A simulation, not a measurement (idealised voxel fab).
Process module heading - voxel self aligned vias
Shown is cross-section cut, with a width of 285 nm and square cells of size 5 nm.
Cross-section layout: square cells on a grid; listed as bands, top to bottom; a band spans one or more cell rows. Basically the band line says how high the top is and how high the bottom is, in nm, and then what's in it from left to right, every material with its width in nm. Empty space shows up as "blank", and if a single material carries "full width" it runs the full band edge to edge. A quick word on heights: they are counted from 0, and under that level the wafer as it came to us is one material throughout. The lowest band is different from the rest in having no bottom; it simply continues downward, written as in "0 and below". Top row gets the first number, bottom row gets the second, and each row in between changes by the same step: that is how a band width like "30 to 40" works. You'll sometimes find "all unchanged" written for a step, and that's the way of saying that nowhere in the cross-section did a cell change during that step. In "Closed voids list" the enclosed voids are listed, meaning empty spaces of 8 cells or larger without any opening to the top. The form is width x height at distance, distance from the left edge, units nm. Step line, after settings: the simulator's comment on this step. The "overlay nm" setting may appear on a step's line; for a step that uses a mask, it gives how far to the right of its planned position the mask lay, and a negative value indicates the left.

Process steps - plan
1. RECEIVE,material Si
2. CONFORMAL_DEP,material SiO2,thk nm 15
3. CONFORMAL_DEP,material SiCN,thk nm 5
4. DIRECTIONAL_DEP,material SiO2,thk nm 25
5. DIRECTIONAL_DEP,material aC,thk nm 10
6. PATTERN,tone open,mask id LINES,material resist,width nm 25,pitch nm 65,thk nm 25,overlay nm 0
7. DIRECTIONAL_ETCH,etch materials aC,depth nm 10
8. STRIP,etch materials resist
9. DIRECTIONAL_ETCH,etch materials SiO2,depth nm 25
10. STRIP,etch materials aC
11. CONFORMAL_DEP,material TiN,thk nm 5
12. FILL_DEP,material Ru,thk nm 5
13. CMP,height nm 45
14. SELECTIVE_ETCH,etch materials W Ru TiN,depth nm 10
15. FILL_DEP,material SiN,thk nm 10
16. CMP,height nm 45
17. DIRECTIONAL_DEP,material SiO2,thk nm 20
18. PATTERN,tone open,mask id VIAS,material resist,width nm 45,pitch nm 130,thk nm 15,overlay nm 0
19. DIRECTIONAL_ETCH,etch materials SiO2,depth nm 20
20. DIRECTIONAL_ETCH,etch materials SiN,depth nm 10
21. STRIP,etch materials resist
22. CONFORMAL_DEP,material TiN,thk nm 5
23. FILL_DEP,material Cu,thk nm 10
24. CMP,height nm 65
25. CONFORMAL_DEP,material SiCN,thk nm 5

The first of a set of two wafers, run to plan

Shown in cross-section is the wafer as received, that is, as it stands after step 1
> 0 and below: Si full width
> Closed voids list: none

Step 2 complete: cross-section through the wafer
> 15 down to 0: SiO2 full width
> At heights below 0, the structure remains unaltered.

Step 3 complete: cross-section through the wafer
> 20 down to 15: SiCN full width
> At heights below 15, the structure remains unaltered.

Step 4 complete: cross-section through the wafer
> 45 down to 20: SiO2 full width
> At heights below 20, the structure remains unaltered.

Step 5 complete: cross-section through the wafer
> 55 down to 45: aC full width
> At heights below 45, the structure remains unaltered.

Step 6 complete: cross-section through the wafer
> 80 down to 55: resist 65  blank 25  resist 40  blank 25  resist 40  blank 25  resist 65
> At heights below 55, the structure remains unaltered.

Step 7 complete: cross-section through the wafer
> 70 down to 55: resist 65  blank 25  resist 40  blank 25  resist 40  blank 25  resist 65
> 55 down to 45: aC 65  blank 25  aC 40  blank 25  aC 40  blank 25  aC 65
> At heights below 45, the structure remains unaltered.

Step 8 complete: cross-section through the wafer
> 55 down to 45: aC 65  blank 25  aC 40  blank 25  aC 40  blank 25  aC 65
> At heights below 45, the structure remains unaltered.

Step 9 complete: cross-section through the wafer
> 55 down to 45: aC 65  blank 25  aC 40  blank 25  aC 40  blank 25  aC 65
> 45 down to 20: SiO2 65  blank 25  SiO2 40  blank 25  SiO2 40  blank 25  SiO2 65
> At heights below 20, the structure remains unaltered.

Step 10 complete: cross-section through the wafer
> 45 down to 20: SiO2 65  blank 25  SiO2 40  blank 25  SiO2 40  blank 25  SiO2 65
> At heights below 20, the structure remains unaltered.

Step 11 complete: cross-section through the wafer
> 50 down to 45: TiN 70  blank 15  TiN 50  blank 15  TiN 50  blank 15  TiN 70
> 45 down to 25: SiO2 65  TiN 5  blank 15  TiN 5  SiO2 40  TiN 5  blank 15  TiN 5  SiO2 40  TiN 5  blank 15  TiN 5  SiO2 65
> 25 down to 20: SiO2 65  TiN 25  SiO2 40  TiN 25  SiO2 40  TiN 25  SiO2 65
> At heights below 20, the structure remains unaltered.

Step 12 complete: cross-section through the wafer
> 55 down to 50: Ru full width
> 50 down to 45: TiN 70  Ru 15  TiN 50  Ru 15  TiN 50  Ru 15  TiN 70
> 45 down to 25: SiO2 65  TiN 5  Ru 15  TiN 5  SiO2 40  TiN 5  Ru 15  TiN 5  SiO2 40  TiN 5  Ru 15  TiN 5  SiO2 65
> At heights below 25, the structure remains unaltered.

Step 13 complete: cross-section through the wafer
> 45 down to 25: SiO2 65  TiN 5  Ru 15  TiN 5  SiO2 40  TiN 5  Ru 15  TiN 5  SiO2 40  TiN 5  Ru 15  TiN 5  SiO2 65
> At heights below 25, the structure remains unaltered.

Step 14 complete: cross-section through the wafer
> 45 down to 35: SiO2 65  blank 25  SiO2 40  blank 25  SiO2 40  blank 25  SiO2 65
> At heights below 35, the structure remains unaltered.

Step 15 complete: cross-section through the wafer
> 55 down to 45: SiN full width
> 45 down to 35: SiO2 65  SiN 25  SiO2 40  SiN 25  SiO2 40  SiN 25  SiO2 65
> At heights below 35, the structure remains unaltered.

Step 16 complete: cross-section through the wafer
> 45 down to 35: SiO2 65  SiN 25  SiO2 40  SiN 25  SiO2 40  SiN 25  SiO2 65
> At heights below 35, the structure remains unaltered.

Step 17 complete: cross-section through the wafer
> 65 down to 45: SiO2 full width
> At heights below 45, the structure remains unaltered.

Step 18 complete: cross-section through the wafer
> 80 down to 65: resist 55  blank 45  resist 85  blank 45  resist 55
> At heights below 65, the structure remains unaltered.

Step 19 complete: cross-section through the wafer
> 80 down to 65: resist 55  blank 45  resist 85  blank 45  resist 55
> 65 down to 45: SiO2 55  blank 45  SiO2 85  blank 45  SiO2 55
> At heights below 45, the structure remains unaltered.

Step 20 complete: cross-section through the wafer
> 80 down to 65: resist 55  blank 45  resist 85  blank 45  resist 55
> 65 down to 45: SiO2 55  blank 45  SiO2 85  blank 45  SiO2 55
> 45 down to 35: SiO2 65  blank 25  SiO2 40  SiN 25  SiO2 40  blank 25  SiO2 65
> At heights below 35, the structure remains unaltered.

Step 21 complete: cross-section through the wafer
> 65 down to 45: SiO2 55  blank 45  SiO2 85  blank 45  SiO2 55
> At heights below 45, the structure remains unaltered.

Step 22 complete: cross-section through the wafer
> 70 down to 65: TiN 60  blank 35  TiN 95  blank 35  TiN 60
> 65 down to 50: SiO2 55  TiN 5  blank 35  TiN 5  SiO2 85  TiN 5  blank 35  TiN 5  SiO2 55
> 50 down to 45: SiO2 55  TiN 15  blank 15  TiN 15  SiO2 85  TiN 15  blank 15  TiN 15  SiO2 55
> 45 down to 40: SiO2 65  TiN 5  blank 15  TiN 5  SiO2 40  SiN 25  SiO2 40  TiN 5  blank 15  TiN 5  SiO2 65
> 40 down to 35: SiO2 65  TiN 25  SiO2 40  SiN 25  SiO2 40  TiN 25  SiO2 65
> At heights below 35, the structure remains unaltered.

Step 23 complete: cross-section through the wafer
> 80 down to 70: Cu full width
> 70 down to 65: TiN 60  Cu 35  TiN 95  Cu 35  TiN 60
> 65 down to 50: SiO2 55  TiN 5  Cu 35  TiN 5  SiO2 85  TiN 5  Cu 35  TiN 5  SiO2 55
> 50 down to 45: SiO2 55  TiN 15  Cu 15  TiN 15  SiO2 85  TiN 15  Cu 15  TiN 15  SiO2 55
> 45 down to 40: SiO2 65  TiN 5  Cu 15  TiN 5  SiO2 40  SiN 25  SiO2 40  TiN 5  Cu 15  TiN 5  SiO2 65
> At heights below 40, the structure remains unaltered.

Step 24 complete: cross-section through the wafer
> 65 down to 50: SiO2 55  TiN 5  Cu 35  TiN 5  SiO2 85  TiN 5  Cu 35  TiN 5  SiO2 55
> At heights below 50, the structure remains unaltered.

Step 25 complete: cross-section through the wafer
> 70 down to 65: SiCN full width
> At heights below 65, the structure remains unaltered.

Okay, second wafer. Nothing different at the start, nothing different in the plan, just one mistake somewhere in the running. As far as step 5, counting that step, it's the first wafer all over again

Second wafer, cross-section, planned end of step 6
> 80 down to 55: resist 55  blank 25  resist 40  blank 25  resist 40  blank 25  resist 75
> At heights below 55, the structure remains unaltered.

Second wafer, cross-section, planned end of step 7
> 70 down to 55: resist 55  blank 25  resist 40  blank 25  resist 40  blank 25  resist 75
> 55 down to 45: aC 55  blank 25  aC 40  blank 25  aC 40  blank 25  aC 75
> At heights below 45, the structure remains unaltered.

Second wafer, cross-section, planned end of step 8
> 55 down to 45: aC 55  blank 25  aC 40  blank 25  aC 40  blank 25  aC 75
> At heights below 45, the structure remains unaltered.

Second wafer, cross-section, planned end of step 9
> 55 down to 45: aC 55  blank 25  aC 40  blank 25  aC 40  blank 25  aC 75
> 45 down to 20: SiO2 55  blank 25  SiO2 40  blank 25  SiO2 40  blank 25  SiO2 75
> At heights below 20, the structure remains unaltered.

Second wafer, cross-section, planned end of step 10
> 45 down to 20: SiO2 55  blank 25  SiO2 40  blank 25  SiO2 40  blank 25  SiO2 75
> At heights below 20, the structure remains unaltered.

Second wafer, cross-section, planned end of step 11
> 50 down to 45: TiN 60  blank 15  TiN 50  blank 15  TiN 50  blank 15  TiN 80
> 45 down to 25: SiO2 55  TiN 5  blank 15  TiN 5  SiO2 40  TiN 5  blank 15  TiN 5  SiO2 40  TiN 5  blank 15  TiN 5  SiO2 75
> 25 down to 20: SiO2 55  TiN 25  SiO2 40  TiN 25  SiO2 40  TiN 25  SiO2 75
> At heights below 20, the structure remains unaltered.

Second wafer, cross-section, planned end of step 12
> 55 down to 50: Ru full width
> 50 down to 45: TiN 60  Ru 15  TiN 50  Ru 15  TiN 50  Ru 15  TiN 80
> 45 down to 25: SiO2 55  TiN 5  Ru 15  TiN 5  SiO2 40  TiN 5  Ru 15  TiN 5  SiO2 40  TiN 5  Ru 15  TiN 5  SiO2 75
> At heights below 25, the structure remains unaltered.

Second wafer, cross-section, planned end of step 13
> 45 down to 25: SiO2 55  TiN 5  Ru 15  TiN 5  SiO2 40  TiN 5  Ru 15  TiN 5  SiO2 40  TiN 5  Ru 15  TiN 5  SiO2 75
> At heights below 25, the structure remains unaltered.

Second wafer, cross-section, planned end of step 14
> 45 down to 35: SiO2 55  blank 25  SiO2 40  blank 25  SiO2 40  blank 25  SiO2 75
> At heights below 35, the structure remains unaltered.

Second wafer, cross-section, planned end of step 15
> 55 down to 45: SiN full width
> 45 down to 35: SiO2 55  SiN 25  SiO2 40  SiN 25  SiO2 40  SiN 25  SiO2 75
> At heights below 35, the structure remains unaltered.

Second wafer, cross-section, planned end of step 16
> 45 down to 35: SiO2 55  SiN 25  SiO2 40  SiN 25  SiO2 40  SiN 25  SiO2 75
> At heights below 35, the structure remains unaltered.

Second wafer, cross-section, planned end of step 17
> 65 down to 45: SiO2 full width
> At heights below 45, the structure remains unaltered.

Second wafer, cross-section, planned end of step 18
> 80 down to 65: resist 55  blank 45  resist 85  blank 45  resist 55
> At heights below 65, the structure remains unaltered.

Second wafer, cross-section, planned end of step 19
> 80 down to 65: resist 55  blank 45  resist 85  blank 45  resist 55
> 65 down to 45: SiO2 55  blank 45  SiO2 85  blank 45  SiO2 55
> At heights below 45, the structure remains unaltered.

Second wafer, cross-section, planned end of step 20
> 80 down to 65: resist 55  blank 45  resist 85  blank 45  resist 55
> 65 down to 45: SiO2 55  blank 45  SiO2 85  blank 45  SiO2 55
> 45 down to 35: SiO2 55  blank 25  SiO2 40  SiN 25  SiO2 40  blank 25  SiO2 75
> At heights below 35, the structure remains unaltered.

Second wafer, cross-section, planned end of step 21
> 65 down to 45: SiO2 55  blank 45  SiO2 85  blank 45  SiO2 55
> At heights below 45, the structure remains unaltered.

Second wafer, cross-section, planned end of step 22
> 70 down to 65: TiN 60  blank 35  TiN 95  blank 35  TiN 60
> 65 down to 50: SiO2 55  TiN 5  blank 35  TiN 5  SiO2 85  TiN 5  blank 35  TiN 5  SiO2 55
> 50 down to 45: SiO2 55  TiN 5  blank 15  TiN 25  SiO2 85  TiN 5  blank 15  TiN 25  SiO2 55
> 45 down to 40: SiO2 55  TiN 5  blank 15  TiN 5  SiO2 40  SiN 25  SiO2 40  TiN 5  blank 15  TiN 5  SiO2 75
> 40 down to 35: SiO2 55  TiN 25  SiO2 40  SiN 25  SiO2 40  TiN 25  SiO2 75
> At heights below 35, the structure remains unaltered.

Second wafer, cross-section, planned end of step 23
> 80 down to 70: Cu full width
> 70 down to 65: TiN 60  Cu 35  TiN 95  Cu 35  TiN 60
> 65 down to 50: SiO2 55  TiN 5  Cu 35  TiN 5  SiO2 85  TiN 5  Cu 35  TiN 5  SiO2 55
> 50 down to 45: SiO2 55  TiN 5  Cu 15  TiN 25  SiO2 85  TiN 5  Cu 15  TiN 25  SiO2 55
> 45 down to 40: SiO2 55  TiN 5  Cu 15  TiN 5  SiO2 40  SiN 25  SiO2 40  TiN 5  Cu 15  TiN 5  SiO2 75
> At heights below 40, the structure remains unaltered.

Second wafer, cross-section, planned end of step 24
> 65 down to 50: SiO2 55  TiN 5  Cu 35  TiN 5  SiO2 85  TiN 5  Cu 35  TiN 5  SiO2 55
> At heights below 50, the structure remains unaltered.

Second wafer, cross-section, planned end of step 25
> 70 down to 65: SiCN full width
> At heights below 65, the structure remains unaltered.
Short version of what went wrong: heads up, step 6 didn't go per plan, it actually ran as PATTERN,tone open,mask id LINES,material resist,width nm 25,pitch nm 65,thk nm 25,overlay nm -10
Tallied in cells, the final second wafer holds each material in the same quantity as the first, although not at the same places.
